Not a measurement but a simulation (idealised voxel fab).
process module | voxel transistor to metal
The figure presents cross-section cut, which has a width of 140 nm and is divided into square cells with an edge length of 5 nm.
A cross-section is a grid of square cells, given in bands from the top down. A band is one or more rows of cells.
The entry gives the band's vertical extent as a top height and a bottom height in nm, then its horizontal make-up as materials from left to right, each with a width in nm. "blank" stands for empty space; a single material marked "throughout" fills the band edge to edge.
Convention: height 0 is the level below which the wafer, as received, is all one material. The lowest band does not terminate at the bottom but continues downward, represented as "top 0, no bottom".
The two numbers in a width such as "30->40" mark its ends across the band: the first belongs to the top row of cells, the second to the bottom row, and from each row to the next the width moves by the same amount.
Step marked "remained the same"? Then no cell in the cross-section changed in it.
Each empty space that has no open way to the top and spans at least 8 cells appears under "Enclosed internal cavities" as width x height at distance, the distance counted from the left edge, all in nm.
Formally, on a step line, whatever follows the settings is a remark that the simulator itself makes on the step.
The setting "overlay nm" may be written on the line of a step. When the step uses a mask, the value reports how far to the right of the planned place the mask lay, and a negative value reports that it lay to the left.

THE PROCESS STEPS THAT WERE PLANNED ARE LISTED BELOW
- 1: RECEIVE | material Si
- 2: CONFORMAL_DEP | material SiO2 | thk nm 5
- 3: CONFORMAL_DEP | material SiN | thk nm 10
- 4: MASKED_ETCH | tone cover | mask id ACTIVE | width nm 110 | etch materials SiN | depth nm 10 | overlay nm 0
- 5: MASKED_ETCH | tone cover | mask id ACTIVE | width nm 110 | etch materials SiO2 | depth nm 5 | overlay nm 0
- 6: MASKED_ETCH | tone cover | mask id ACTIVE | width nm 110 | etch materials Si | depth nm 25 | overlay nm 0
- 7: FILL_DEP | material SiO2 | thk nm 10
- 8: CMP | height nm 15
- 9: SELECTIVE_ETCH | etch materials SiO2 | depth nm 5
- 10: STRIP | etch materials SiN
- 11: SELECTIVE_ETCH | etch materials SiO2 | depth nm 5
- 12: OXIDIZE | depth nm 5
- 13: DIRECTIONAL_DEP | material polySi | thk nm 20
- 14: DIRECTIONAL_DEP | material SiCN | thk nm 15
- 15: PATTERN | tone cover | mask id GATE | material resist | width nm 20 | thk nm 15 | overlay nm 0
- 16: DIRECTIONAL_ETCH | etch materials SiCN | depth nm 25
- 17: DIRECTIONAL_ETCH | etch materials polySi | depth nm 30
- 18: STRIP | etch materials resist
- 19: CONFORMAL_DEP | material SiN | thk nm 5
- 20: DIRECTIONAL_ETCH | etch materials SiN | depth nm 5
- 21: DIRECTIONAL_ETCH | etch materials SiO2 | depth nm 5
- 22: DIRECTIONAL_ETCH | etch materials Si | depth nm 5
- 23: EPI | material pSi | thk nm 5
- 24: FILL_DEP | material SiO2 | thk nm 10
- 25: CMP | height nm 35
- 26: DIRECTIONAL_DEP | material SiO2 | thk nm 10
- 27: DIRECTIONAL_DEP | material aC | thk nm 15
- 28: PATTERN | tone open | mask id CONTACT | material resist | width nm 30 | pitch nm 60 | thk nm 35 | overlay nm 0
- 29: DIRECTIONAL_ETCH | etch materials aC | depth nm 15
- 30: STRIP | etch materials resist
- 31: DIRECTIONAL_ETCH | etch materials SiO2 | depth nm 50
- 32: STRIP | etch materials aC
- 33: CONFORMAL_DEP | material TiN | thk nm 5
- 34: FILL_DEP | material W | thk nm 5
- 35: CMP | height nm 45
- 36: DIRECTIONAL_DEP | material TiN | thk nm 5
- 37: DIRECTIONAL_DEP | material W | thk nm 20
- 38: MASKED_ETCH | tone cover | mask id METAL_1 | width nm 15 | pitch nm 75 | etch materials W | depth nm 20 | overlay nm 0
- 39: MASKED_ETCH | tone cover | mask id METAL_1 | width nm 15 | pitch nm 75 | etch materials TiN | depth nm 5 | overlay nm 0
- 40: CONFORMAL_DEP | material SiN | thk nm 5
- 41: FILL_DEP | material SiO2 | thk nm 5
- 42: CMP | height nm 70
- 43: CONFORMAL_DEP | material SiCN | thk nm 5

INCOMING WAFER IN CROSS-SECTION (STATE: AFTER STEP 1)
- top 0, no bottom | Si throughout
- Enclosed internal cavities: none

THE FIRST OF TWO WAFERS, CROSS-SECTIONED AT THE END OF THE MODULE, WITH THE RUN PROCEEDING AS PLANNED
- top 75, bottom 70 | SiCN throughout
- top 70, bottom 50 | 20 SiO2, then 5 SiN, then 15 W, then 5 SiN, then 50 SiO2, then 5 SiN, then 15 W, then 5 SiN, then 20 SiO2
- top 50, bottom 45 | 25 SiN, then 15 TiN, then 60 SiN, then 15 TiN, then 25 SiN
- top 45, bottom 35 | 25 SiO2, then 5 TiN, then 20 W, then 5 TiN, then 30 SiO2, then 5 TiN, then 20 W, then 5 TiN, then 25 SiO2
- top 35, bottom 20 | 25 SiO2, then 5 TiN, then 20 W, then 5 TiN, then 5 SiN, then 20 SiCN, then 5 SiN, then 5 TiN, then 20 W, then 5 TiN, then 25 SiO2
- top 20, bottom 5 | 25 SiO2, then 5 TiN, then 20 W, then 5 TiN, then 5 SiN, then 20 polySi, then 5 SiN, then 5 TiN, then 20 W, then 5 TiN, then 25 SiO2
- top 5, bottom 0 | 10 SiO2, then 5 SiN, then 10 SiO2, then 5 TiN, then 15 W, then 10 TiN, then 5 SiN, then 20 polySi, then 5 SiN, then 10 TiN, then 15 W, then 5 TiN, then 10 SiO2, then 5 SiN, then 10 SiO2
- top 0, bottom -5 | 25 SiO2, then 25 TiN, then 5 pSi, then 30 SiO2, then 5 pSi, then 25 TiN, then 25 SiO2
- top -5, bottom -10 | 15 SiO2, then 40 pSi, then 30 Si, then 40 pSi, then 15 SiO2
- top -10, bottom -25 | 15 SiO2, then 110 Si, then 15 SiO2
- top -25, no bottom | Si throughout
- Enclosed internal cavities: none

CROSS-SECTIONAL IMAGE OF THE SECOND WAFER OF THE TWO FOLLOWING COMPLETION OF THE MODULE. STARTING STATE AND PROCESS PLAN WERE THE SAME AS FOR THE FIRST WAFER; ONE EXECUTION ERROR OCCURRED
- top 80, bottom 75 | SiCN throughout
- top 75, bottom 70 | 20 SiO2, then 25 SiN, then 50 SiO2, then 25 SiN, then 20 SiO2
- top 70, bottom 50 | 20 SiO2, then 5 SiN, then 15 W, then 5 SiN, then 50 SiO2, then 5 SiN, then 15 W, then 5 SiN, then 20 SiO2
- top 50, bottom 45 | 25 SiN, then 15 TiN, then 60 SiN, then 15 TiN, then 25 SiN
- top 45, bottom 35 | 25 SiO2, then 5 TiN, then 20 W, then 5 TiN, then 30 SiO2, then 5 TiN, then 20 W, then 5 TiN, then 25 SiO2
- top 35, bottom 20 | 25 SiO2, then 5 TiN, then 20 W, then 5 TiN, then 5 SiN, then 20 SiCN, then 5 SiN, then 5 TiN, then 20 W, then 5 TiN, then 25 SiO2
- top 20, bottom 5 | 25 SiO2, then 5 TiN, then 20 W, then 5 TiN, then 5 SiN, then 20 polySi, then 5 SiN, then 5 TiN, then 20 W, then 5 TiN, then 25 SiO2
- top 5, bottom 0 | 10 SiO2, then 5 SiN, then 10 SiO2, then 5 TiN, then 15 W, then 10 TiN, then 5 SiN, then 20 polySi, then 5 SiN, then 10 TiN, then 15 W, then 5 TiN, then 10 SiO2, then 5 SiN, then 10 SiO2
- top 0, bottom -5 | 25 SiO2, then 25 TiN, then 5 pSi, then 30 SiO2, then 5 pSi, then 25 TiN, then 25 SiO2
- top -5, bottom -10 | 15 SiO2, then 40 pSi, then 30 Si, then 40 pSi, then 15 SiO2
- top -10, bottom -25 | 15 SiO2, then 110 Si, then 15 SiO2
- top -25, no bottom | Si throughout
- Enclosed internal cavities: none
Heads up, the wafer didn't run the way we planned it: step 42, actual vs plan mismatch, actual run CMP | height nm 75
Per the end-of-run cell counts, the second wafer holds more or fewer of some materials than the first: SiN +10, SiO2 +18
